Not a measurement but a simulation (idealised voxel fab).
This is a process module. Its name is voxel wiring stack.
The figure presents cross-section cut, which has a width of 195 nm and is divided into square cells with an edge length of 5 nm.
Cross-section format: a grid of square cells, given as bands from top to bottom; each band is one or more rows of cells. Band: top and bottom heights (nm) first, top before bottom; then materials from left to right, widths in nm. "edge to edge" marks a sole material filling the band edge to edge. "air" denotes empty space. It should be noted that heights are counted from 0, beneath which the wafer as supplied is of one material throughout, and that the lowest band possesses no lower boundary but continues downward, as written in "0 nm and below". The two numbers in a width such as "30->40" mark its ends across the band: the first belongs to the top row of cells, the second to the bottom row, and from each row to the next the width moves by the same amount. The designation "remained unchanged", where it is given for a processing step, indicates that no cell of the cross-section was altered in the course of that step. Reported under the label "Closed void listing" are the empty spaces having no open way to the top and comprising 8 cells or more; the notation for each is width x height at distance, in which the distance is measured from the left edge and all three values are in nm. The remark found on a step's line after its settings is issued by the simulator itself and pertains to that step. The "overlay nm" setting may appear on a step's line; for a step that uses a mask, it gives how far to the right of its planned position the mask lay, and a negative value indicates the left.
## Steps planned for the process
1: op RECEIVE | material Si
2: op CONFORMAL_DEP | material SiO2 | thk nm 15
3: op DIRECTIONAL_DEP | material TiN | thk nm 5
4: op DIRECTIONAL_DEP | material W | thk nm 20
5: op MASKED_ETCH | tone cover | mask id METAL_1 | width nm 25 | pitch nm 55 | etch materials W | depth nm 20 | overlay nm 0
6: op MASKED_ETCH | tone cover | mask id METAL_1 | width nm 25 | pitch nm 55 | etch materials TiN | depth nm 5 | overlay nm 0
7: op CONFORMAL_DEP | material SiN | thk nm 5
8: op FILL_DEP | material lowk | thk nm 5
9: op CMP | height nm 40
10: op CONFORMAL_DEP | material SiCN | thk nm 5
11: op DIRECTIONAL_DEP | material SiO2 | thk nm 15
12: op DIRECTIONAL_DEP | material aC | thk nm 10
13: op PATTERN | tone open | mask id PLUG_1 | material resist | width nm 15 | thk nm 25 | overlay nm 0
14: op DIRECTIONAL_ETCH | etch materials aC | depth nm 10
15: op STRIP | etch materials resist
16: op DIRECTIONAL_ETCH | etch materials SiO2 | depth nm 15
17: op DIRECTIONAL_ETCH | etch materials SiCN | depth nm 5
18: op STRIP | etch materials aC
19: op EPI | material Ru | thk nm 10
20: op EPI | material Ru | thk nm 10
21: op CONFORMAL_DEP | material SiN | thk nm 5
22: op DIRECTIONAL_DEP | material SiO2 | thk nm 25
23: op PATTERN | tone open | mask id METAL_2 | material resist | width nm 25 | pitch nm 55 | thk nm 15 | overlay nm 0
24: op DIRECTIONAL_ETCH | etch materials SiO2 | depth nm 25
25: op DIRECTIONAL_ETCH | etch materials SiN | depth nm 5
26: op STRIP | etch materials resist
27: op CONFORMAL_DEP | material TiN | thk nm 5
28: op FILL_DEP | material W | thk nm 10
29: op CMP | height nm 90
30: op CONFORMAL_DEP | material SiN | thk nm 5
## Below: the first of two wafers, run as planned
## Step 1 complete: cross-section of the wafer as received
	0 nm and below: Si edge to edge
	Closed void listing: none
## Once step 2 is through, the wafer looks like this in cross-section
	15 nm to 0 nm: SiO2 edge to edge
	Below 0, no change.
## Once step 3 is through, the wafer looks like this in cross-section
	20 nm to 15 nm: TiN edge to edge
	Below 15, no change.
## Once step 4 is through, the wafer looks like this in cross-section
	40 nm to 20 nm: W edge to edge
	Below 20, no change.
## Once step 5 is through, the wafer looks like this in cross-section
	40 nm to 20 nm: air 55 nm | W 25 nm | air 30 nm | W 25 nm | air 60 nm
	Below 20, no change.
## Once step 6 is through, the wafer looks like this in cross-section
	40 nm to 20 nm: air 55 nm | W 25 nm | air 30 nm | W 25 nm | air 60 nm
	20 nm to 15 nm: air 55 nm | TiN 25 nm | air 30 nm | TiN 25 nm | air 60 nm
	Below 15, no change.
## Once step 7 is through, the wafer looks like this in cross-section
	45 nm to 40 nm: air 50 nm | SiN 35 nm | air 20 nm | SiN 35 nm | air 55 nm
	40 nm to 20 nm: air 50 nm | SiN 5 nm | W 25 nm | SiN 5 nm | air 20 nm | SiN 5 nm | W 25 nm | SiN 5 nm | air 55 nm
	20 nm to 15 nm: SiN 55 nm | TiN 25 nm | SiN 30 nm | TiN 25 nm | SiN 60 nm
	Below 15, no change.
## Once step 8 is through, the wafer looks like this in cross-section
	50 nm to 45 nm: lowk edge to edge
	45 nm to 40 nm: lowk 50 nm | SiN 35 nm | lowk 20 nm | SiN 35 nm | lowk 55 nm
	40 nm to 20 nm: lowk 50 nm | SiN 5 nm | W 25 nm | SiN 5 nm | lowk 20 nm | SiN 5 nm | W 25 nm | SiN 5 nm | lowk 55 nm
	Below 20, no change.
## Once step 9 is through, the wafer looks like this in cross-section
	40 nm to 20 nm: lowk 50 nm | SiN 5 nm | W 25 nm | SiN 5 nm | lowk 20 nm | SiN 5 nm | W 25 nm | SiN 5 nm | lowk 55 nm
	Below 20, no change.
## Once step 10 is through, the wafer looks like this in cross-section
	45 nm to 40 nm: SiCN edge to edge
	Below 40, no change.
## Once step 11 is through, the wafer looks like this in cross-section
	60 nm to 45 nm: SiO2 edge to edge
	Below 45, no change.
## Once step 12 is through, the wafer looks like this in cross-section
	70 nm to 60 nm: aC edge to edge
	Below 60, no change.
## Once step 13 is through, the wafer looks like this in cross-section
	95 nm to 70 nm: resist 55 nm | air 15 nm | resist 125 nm
	Below 70, no change.
## Once step 14 is through, the wafer looks like this in cross-section
	85 nm to 70 nm: resist 55 nm | air 15 nm | resist 125 nm
	70 nm to 60 nm: aC 55 nm | air 15 nm | aC 125 nm
	Below 60, no change.
## Once step 15 is through, the wafer looks like this in cross-section
	70 nm to 60 nm: aC 55 nm | air 15 nm | aC 125 nm
	Below 60, no change.
## Once step 16 is through, the wafer looks like this in cross-section
	70 nm to 60 nm: aC 55 nm | air 15 nm | aC 125 nm
	60 nm to 45 nm: SiO2 55 nm | air 15 nm | SiO2 125 nm
	Below 45, no change.
## Once step 17 is through, the wafer looks like this in cross-section
	70 nm to 60 nm: aC 55 nm | air 15 nm | aC 125 nm
	60 nm to 45 nm: SiO2 55 nm | air 15 nm | SiO2 125 nm
	45 nm to 40 nm: SiCN 55 nm | air 15 nm | SiCN 125 nm
	Below 40, no change.
## Once step 18 is through, the wafer looks like this in cross-section
	60 nm to 45 nm: SiO2 55 nm | air 15 nm | SiO2 125 nm
	Below 45, no change.
## Once step 19 is through, the wafer looks like this in cross-section
	60 nm to 50 nm: SiO2 55 nm | air 15 nm | SiO2 125 nm
	50 nm to 45 nm: SiO2 55 nm | Ru 15 nm | SiO2 125 nm
	45 nm to 40 nm: SiCN 55 nm | Ru 15 nm | SiCN 125 nm
	Below 40, no change.
## Once step 20 is through, the wafer looks like this in cross-section
	60 nm to 45 nm: SiO2 55 nm | Ru 15 nm | SiO2 125 nm
	Below 45, no change.
## Once step 21 is through, the wafer looks like this in cross-section
	65 nm to 60 nm: SiN edge to edge
	Below 60, no change.
## Once step 22 is through, the wafer looks like this in cross-section
	90 nm to 65 nm: SiO2 edge to edge
	Below 65, no change.
## Once step 23 is through, the wafer looks like this in cross-section
	105 nm to 90 nm: resist 55 nm | air 25 nm | resist 30 nm | air 25 nm | resist 60 nm
	Below 90, no change.
## Once step 24 is through, the wafer looks like this in cross-section
	105 nm to 90 nm: resist 55 nm | air 25 nm | resist 30 nm | air 25 nm | resist 60 nm
	90 nm to 65 nm: SiO2 55 nm | air 25 nm | SiO2 30 nm | air 25 nm | SiO2 60 nm
	Below 65, no change.
## Once step 25 is through, the wafer looks like this in cross-section
	105 nm to 90 nm: resist 55 nm | air 25 nm | resist 30 nm | air 25 nm | resist 60 nm
	90 nm to 65 nm: SiO2 55 nm | air 25 nm | SiO2 30 nm | air 25 nm | SiO2 60 nm
	65 nm to 60 nm: SiN 55 nm | air 25 nm | SiN 30 nm | air 25 nm | SiN 60 nm
	Below 60, no change.
## Once step 26 is through, the wafer looks like this in cross-section
	90 nm to 65 nm: SiO2 55 nm | air 25 nm | SiO2 30 nm | air 25 nm | SiO2 60 nm
	Below 65, no change.
## Once step 27 is through, the wafer looks like this in cross-section
	95 nm to 90 nm: TiN 60 nm | air 15 nm | TiN 40 nm | air 15 nm | TiN 65 nm
	90 nm to 65 nm: SiO2 55 nm | TiN 5 nm | air 15 nm | TiN 5 nm | SiO2 30 nm | TiN 5 nm | air 15 nm | TiN 5 nm | SiO2 60 nm
	65 nm to 60 nm: SiN 55 nm | TiN 25 nm | SiN 30 nm | TiN 25 nm | SiN 60 nm
	Below 60, no change.
## Once step 28 is through, the wafer looks like this in cross-section
	105 nm to 95 nm: W edge to edge
	95 nm to 90 nm: TiN 60 nm | W 15 nm | TiN 40 nm | W 15 nm | TiN 65 nm
	90 nm to 65 nm: SiO2 55 nm | TiN 5 nm | W 15 nm | TiN 5 nm | SiO2 30 nm | TiN 5 nm | W 15 nm | TiN 5 nm | SiO2 60 nm
	Below 65, no change.
## Once step 29 is through, the wafer looks like this in cross-section
	90 nm to 65 nm: SiO2 55 nm | TiN 5 nm | W 15 nm | TiN 5 nm | SiO2 30 nm | TiN 5 nm | W 15 nm | TiN 5 nm | SiO2 60 nm
	Below 65, no change.
## Once step 30 is through, the wafer looks like this in cross-section
	95 nm to 90 nm: SiN edge to edge
	Below 90, no change.
## Second wafer, same starting state and plan as the first, one mistake in the run, identical through step 3
## Planned end of step 4: second wafer, cross-section
	40 nm to 20 nm: SiCN edge to edge
	Below 20, no change.
Planned end of step 5: second wafer, cross-section: remained unchanged
Planned end of step 6: second wafer, cross-section: remained unchanged
## Planned end of step 7: second wafer, cross-section
	45 nm to 40 nm: SiN edge to edge
	Below 40, no change.
## Planned end of step 8: second wafer, cross-section
	50 nm to 45 nm: lowk edge to edge
	Below 45, no change.
## Planned end of step 9: second wafer, cross-section
	40 nm to 20 nm: SiCN edge to edge
	Below 20, no change.
## Planned end of step 10: second wafer, cross-section
	45 nm to 20 nm: SiCN edge to edge
	Below 20, no change.
## Planned end of step 11: second wafer, cross-section
	60 nm to 45 nm: SiO2 edge to edge
	Below 45, no change.
## Planned end of step 12: second wafer, cross-section
	70 nm to 60 nm: aC edge to edge
	Below 60, no change.
## Planned end of step 13: second wafer, cross-section
	95 nm to 70 nm: resist 55 nm | air 15 nm | resist 125 nm
	Below 70, no change.
## Planned end of step 14: second wafer, cross-section
	85 nm to 70 nm: resist 55 nm | air 15 nm | resist 125 nm
	70 nm to 60 nm: aC 55 nm | air 15 nm | aC 125 nm
	Below 60, no change.
## Planned end of step 15: second wafer, cross-section
	70 nm to 60 nm: aC 55 nm | air 15 nm | aC 125 nm
	Below 60, no change.
## Planned end of step 16: second wafer, cross-section
	70 nm to 60 nm: aC 55 nm | air 15 nm | aC 125 nm
	60 nm to 45 nm: SiO2 55 nm | air 15 nm | SiO2 125 nm
	Below 45, no change.
## Planned end of step 17: second wafer, cross-section
	70 nm to 60 nm: aC 55 nm | air 15 nm | aC 125 nm
	60 nm to 45 nm: SiO2 55 nm | air 15 nm | SiO2 125 nm
	45 nm to 40 nm: SiCN 55 nm | air 15 nm | SiCN 125 nm
	Below 40, no change.
## Planned end of step 18: second wafer, cross-section
	60 nm to 45 nm: SiO2 55 nm | air 15 nm | SiO2 125 nm
	Below 45, no change.
Planned end of step 19: second wafer, cross-section: remained unchanged
Planned end of step 20: second wafer, cross-section: remained unchanged
## Planned end of step 21: second wafer, cross-section
	65 nm to 60 nm: SiN 60 nm | air 5 nm | SiN 130 nm
	60 nm to 45 nm: SiO2 55 nm | SiN 5 nm | air 5 nm | SiN 5 nm | SiO2 125 nm
	45 nm to 40 nm: SiCN 55 nm | SiN 15 nm | SiCN 125 nm
	Below 40, no change.
## Planned end of step 22: second wafer, cross-section
	90 nm to 70 nm: SiO2 60 nm | air 5 nm | SiO2 130 nm
	70 nm to 65 nm: SiO2 edge to edge
	65 nm to 60 nm: SiN 60 nm | SiO2 5 nm | SiN 130 nm
	60 nm to 45 nm: SiO2 55 nm | SiN 5 nm | SiO2 5 nm | SiN 5 nm | SiO2 125 nm
	Below 45, no change.
## Planned end of step 23: second wafer, cross-section
	105 nm to 90 nm: resist 55 nm | air 25 nm | resist 30 nm | air 25 nm | resist 60 nm
	Below 90, no change.
## Planned end of step 24: second wafer, cross-section
	105 nm to 90 nm: resist 55 nm | air 25 nm | resist 30 nm | air 25 nm | resist 60 nm
	90 nm to 65 nm: SiO2 55 nm | air 25 nm | SiO2 30 nm | air 25 nm | SiO2 60 nm
	65 nm to 60 nm: SiN 60 nm | air 5 nm | SiN 130 nm
	60 nm to 45 nm: SiO2 55 nm | SiN 5 nm | air 5 nm | SiN 5 nm | SiO2 125 nm
	Below 45, no change.
## Planned end of step 25: second wafer, cross-section
	105 nm to 90 nm: resist 55 nm | air 25 nm | resist 30 nm | air 25 nm | resist 60 nm
	90 nm to 65 nm: SiO2 55 nm | air 25 nm | SiO2 30 nm | air 25 nm | SiO2 60 nm
	65 nm to 60 nm: SiN 55 nm | air 25 nm | SiN 30 nm | air 25 nm | SiN 60 nm
	60 nm to 45 nm: SiO2 55 nm | SiN 5 nm | air 5 nm | SiN 5 nm | SiO2 125 nm
	45 nm to 40 nm: SiCN 55 nm | SiN 5 nm | air 5 nm | SiN 5 nm | SiCN 125 nm
	Below 40, no change.
## Planned end of step 26: second wafer, cross-section
	90 nm to 65 nm: SiO2 55 nm | air 25 nm | SiO2 30 nm | air 25 nm | SiO2 60 nm
	Below 65, no change.
## Planned end of step 27: second wafer, cross-section
	95 nm to 90 nm: TiN 60 nm | air 15 nm | TiN 40 nm | air 15 nm | TiN 65 nm
	90 nm to 65 nm: SiO2 55 nm | TiN 5 nm | air 15 nm | TiN 5 nm | SiO2 30 nm | TiN 5 nm | air 15 nm | TiN 5 nm | SiO2 60 nm
	65 nm to 60 nm: SiN 55 nm | TiN 25 nm | SiN 30 nm | TiN 25 nm | SiN 60 nm
	60 nm to 45 nm: SiO2 55 nm | SiN 5 nm | TiN 5 nm | SiN 5 nm | SiO2 125 nm
	45 nm to 40 nm: SiCN 55 nm | SiN 5 nm | TiN 5 nm | SiN 5 nm | SiCN 125 nm
	Below 40, no change.
## Planned end of step 28: second wafer, cross-section
	105 nm to 95 nm: W edge to edge
	95 nm to 90 nm: TiN 60 nm | W 15 nm | TiN 40 nm | W 15 nm | TiN 65 nm
	90 nm to 65 nm: SiO2 55 nm | TiN 5 nm | W 15 nm | TiN 5 nm | SiO2 30 nm | TiN 5 nm | W 15 nm | TiN 5 nm | SiO2 60 nm
	Below 65, no change.
## Planned end of step 29: second wafer, cross-section
	90 nm to 65 nm: SiO2 55 nm | TiN 5 nm | W 15 nm | TiN 5 nm | SiO2 30 nm | TiN 5 nm | W 15 nm | TiN 5 nm | SiO2 60 nm
	Below 65, no change.
## Planned end of step 30: second wafer, cross-section
	95 nm to 90 nm: SiN edge to edge
	Below 90, no change.
The plan and the run diverged here: step 4, actual vs plan mismatch, actual run op DIRECTIONAL_DEP | material SiCN | thk nm 20
End check, counted in cells, second wafer has more or fewer of these materials than the first: -12 Ru | +156 SiCN | -37 SiN | +33 TiN | -40 W | -100 lowk
